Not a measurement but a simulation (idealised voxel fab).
The document below concerns the process module designated voxel gate over fins.
Square cell edge 5 nm, section width 270 nm, ID cut.
Think of the cross-section as a grid of square cells. We describe it in bands, top to bottom, and each band covers one or more rows of those cells. Per band: top height and bottom height in nm, followed by the left-to-right materials and their widths in nm; "full width" marks a single material spanning edge to edge, "air" marks empty space. It should be noted that heights are counted from 0, beneath which the wafer as supplied is of one material throughout, and that the lowest band possesses no lower boundary but continues downward, as written in "0 -> down". Read "30 to 40" as a graded width: first number on top, second number at the bottom, same change between each pair of neighbouring rows. Step marked "no alteration"? Then no cell in the cross-section changed in it. Heads up: "Sealed cavities" only lists the empty pockets with no open path to the top that are 8 cells or more, and it writes them as width x height at distance, distance from the left edge, in nm. What comes after the settings on a step's line is commentary from the simulator itself on that step. "overlay nm" answers the question of how far to the right of plan the mask lay on a step that has a mask, and when it is negative the answer is to the left.

Listed below are the process steps as planned:
| 1 | RECEIVE [material Si] |
| 2 | CONFORMAL_DEP [material SiN] [thk nm 10] |
| 3 | MASKED_ETCH [tone cover] [mask id FINS] [width nm 15] [pitch nm 45] [etch materials SiN] [depth nm 10] [overlay nm 0] |
| 4 | MASKED_ETCH [tone cover] [mask id FINS] [width nm 15] [pitch nm 45] [etch materials Si] [depth nm 35] [overlay nm -15] |
| 5 | FILL_DEP [material SiO2] [thk nm 15] |
| 6 | CMP [height nm 10] |
| 7 | SELECTIVE_ETCH [etch materials SiO2] [depth nm 20] |
| 8 | STRIP [etch materials SiN] |
| 9 | CONFORMAL_DEP [material HfO2] [thk nm 5] |
| 10 | CONFORMAL_DEP [material TiN] [thk nm 5] |
| 11 | FILL_DEP [material W] [thk nm 10] |
| 12 | CMP [height nm 15] |
| 13 | CONFORMAL_DEP [material SiCN] [thk nm 5] |
For this document, wafers share an identical start and vary in the step 4 overlay nm; the plan quotes the first wafer's value.

The first of several wafers, as received after step 1, seen in section:
- 0 -> down | Si full width
- Sealed cavities: none

Module finished, last step 13 done: cross-section of the first of several wafers:
- 20 -> 15 | SiCN full width
- 15 -> 10 | W full width
- 10 -> 5 | W (35); TiN (185); W (50)
- 5 -> 0 | W (35); TiN (5); HfO2 (40); TiN (5); HfO2 (40); TiN (5); HfO2 (40); TiN (5); HfO2 (40); TiN (5); W (50)
- 0 -> -5 | TiN (40); HfO2 (5); Si (30); HfO2 (5); TiN (5); HfO2 (5); Si (30); HfO2 (5); TiN (5); HfO2 (5); Si (30); HfO2 (5); TiN (5); HfO2 (5); Si (30); HfO2 (5); TiN (55)
- -5 -> -10 | HfO2 (45); Si (30); HfO2 (15); Si (30); HfO2 (15); Si (30); HfO2 (15); Si (30); HfO2 (60)
- -10 -> -35 | SiO2 (45); Si (30); SiO2 (15); Si (30); SiO2 (15); Si (30); SiO2 (15); Si (30); SiO2 (60)
- -35 -> down | Si full width
- Sealed cavities: none

Of the several wafers, the last: cross-section at the end of the module:
- 20 -> 15 | SiCN full width
- 15 -> 10 | W full width
- 10 -> 5 | W (50); TiN (185); W (35)
- 5 -> 0 | W (50); TiN (5); HfO2 (40); TiN (5); HfO2 (40); TiN (5); HfO2 (40); TiN (5); HfO2 (40); TiN (5); W (35)
- 0 -> -5 | TiN (55); HfO2 (5); Si (30); HfO2 (5); TiN (5); HfO2 (5); Si (30); HfO2 (5); TiN (5); HfO2 (5); Si (30); HfO2 (5); TiN (5); HfO2 (5); Si (30); HfO2 (5); TiN (40)
- -5 -> -10 | HfO2 (60); Si (30); HfO2 (15); Si (30); HfO2 (15); Si (30); HfO2 (15); Si (30); HfO2 (45)
- -10 -> -35 | SiO2 (60); Si (30); SiO2 (15); Si (30); SiO2 (15); Si (30); SiO2 (15); Si (30); SiO2 (45)
- -35 -> down | Si full width
- Sealed cavities: none

Quick key for the table: a row per wafer, taken at the end of the module. For each material it tells you how many cells the wafer gained (+) or lost (-) since it came in, and the closed voids come after:
overlay nm -15 | +70 HfO2 | -210 Si | +54 SiCN | +150 SiO2 | +64 TiN | +88 W | Sealed cavities: none
overlay nm -10 | +70 HfO2 | -238 Si | +54 SiCN | +170 SiO2 | +70 TiN | +90 W | Sealed cavities: none
overlay nm -5 | +70 HfO2 | -266 Si | +54 SiCN | +190 SiO2 | +70 TiN | +98 W | Sealed cavities: none
overlay nm 0 | +70 HfO2 | -294 Si | +54 SiCN | +210 SiO2 | +70 TiN | +106 W | Sealed cavities: none
overlay nm 5 | +70 HfO2 | -266 Si | +54 SiCN | +190 SiO2 | +70 TiN | +98 W | Sealed cavities: none
overlay nm 10 | +70 HfO2 | -238 Si | +54 SiCN | +170 SiO2 | +70 TiN | +90 W | Sealed cavities: none
overlay nm 15 | +70 HfO2 | -210 Si | +54 SiCN | +150 SiO2 | +64 TiN | +88 W | Sealed cavities: none
